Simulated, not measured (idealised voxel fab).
process module | voxel lift off
cross-section cut | 295 nm wide | cells 5 nm
A cross-section is a grid of square cells, given in bands from the top down. A band is one or more rows of cells.
Each band's line starts with the height of the band's top and of its bottom, in nm. Then come its materials from left to right, each with its width in nm. One material with "throughout" fills the band from edge to edge. "air" is empty space.
Height 0 is the level under which the wafer as received is all one material. The lowest band goes on downwards, as in "0 down".
A width such as "30 to 40" changes by the same amount from each row of cells to the next, from the band's top row to its bottom row.
"no change" after a step means that no cell of the cross-section changed.
closed voids: empty space of 8 cells or more with no open way to the top, each as width x height at its distance from the left edge, in nm
after a step's settings: what the simulator itself notes on the step
overlay nm, on a step with a mask: how far to the right of its planned place the mask lay; to the left if negative
plan
1 op RECEIVE | material Si
2 op CONFORMAL_DEP | material SiN | thk nm 5
3 op PATTERN | tone open | mask id LINES | material resist | width nm 30 | pitch nm 50 | thk nm 20 | overlay nm 0
4 op DIRECTIONAL_DEP | material Ru | thk nm 10
5 op STRIP | etch materials resist
6 op CONFORMAL_DEP | material SiN | thk nm 10
as received, after step 1
  0 down: Si throughout
  closed voids: none
a wafer at the end: this start, this plan, one mistake
  25 to 15: air 50 | SiN 200 | air 45
  15 to 5: SiN 60 | Ru 30 | SiN 20 | Ru 30 | SiN 20 | Ru 30 | SiN 20 | Ru 30 | SiN 55
  5 to 0: SiN throughout
  0 down: Si throughout
  closed voids: none
what went wrong: step 3 ran as: op PATTERN | tone open | mask id LINES | material resist | width nm 30 | pitch nm 50 | thk nm 20 | overlay nm 5
